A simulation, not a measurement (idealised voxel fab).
Process module heading - voxel tone inversion
The cross-section on display is named cut; it measures 220 nm wide, and its cells are 5 nm squares.
Reading order for cross-sections: top band down to bottom band. Underlying form: a grid of square cells. Band size: one or more rows of cells.
Band entry format. Leading values: height of top, height of bottom, nm. Remainder: materials in left-to-right order, each with its width in nm. Special words: "throughout" on a single material, which then fills the band edge to edge; "empty", empty space.
Heights are reckoned from 0. Under this level, the received wafer is all of one material. The bottommost band is open-ended downward, for example "0 down".
Per-row width for "30->40": begins at first number (top row of band), ends at second number (bottom row), increment between rows held constant.
Reading "no alteration" for a step: not a cell of the cross-section changed in it.
"Unvented internal voids" means: voids of 8 cells or more that are shut off from the top with no open way through. Written width x height at distance, distance from the left edge, in nm.
The remark found on a step's line after its settings is issued by the simulator itself and pertains to that step.
A step's line can hold "overlay nm"; with a mask on that step, the setting says how far right of the planned place the mask lay, while a negative setting says it lay to the left.

List of planned process steps:
1 RECEIVE [material Si]
2 CONFORMAL_DEP [material SiN] [thk nm 5]
3 DIRECTIONAL_DEP [material polySi] [thk nm 25]
4 PATTERN [tone cover] [mask id POSTS] [material resist] [width nm 25] [pitch nm 45] [thk nm 30] [overlay nm 0]
5 DIRECTIONAL_ETCH [etch materials polySi] [depth nm 25]
6 STRIP [etch materials resist]
7 FILL_DEP [material SiO2] [thk nm 10]
8 CMP [height nm 30]
9 STRIP [etch materials polySi]
10 CONFORMAL_DEP [material TiN] [thk nm 5]
11 FILL_DEP [material W] [thk nm 5]
12 CMP [height nm 30]
13 CONFORMAL_DEP [material SiCN] [thk nm 5]

As-received state of the wafer in cross-section, equivalent to post-step 1:
0 down: Si throughout
Unvented internal voids: none

Final cross-section, module run with one mistake (start and plan as above):
35 to 30: SiCN throughout
30 to 10: SiO2: 35  TiN: 5  W: 5  TiN: 5  SiO2: 30  TiN: 5  W: 5  TiN: 5  SiO2: 30  TiN: 5  W: 5  TiN: 5  SiO2: 30  TiN: 5  W: 5  TiN: 5  SiO2: 35
10 to 5: SiO2: 35  TiN: 15  SiO2: 30  TiN: 15  SiO2: 30  TiN: 15  SiO2: 30  TiN: 15  SiO2: 35
5 to 0: SiN throughout
0 down: Si throughout
Unvented internal voids: none
What went wrong in running the wafer? not per plan at step 4, really ran PATTERN [tone cover] [mask id POSTS] [material resist] [width nm 15] [pitch nm 45] [thk nm 30] [overlay nm 0]
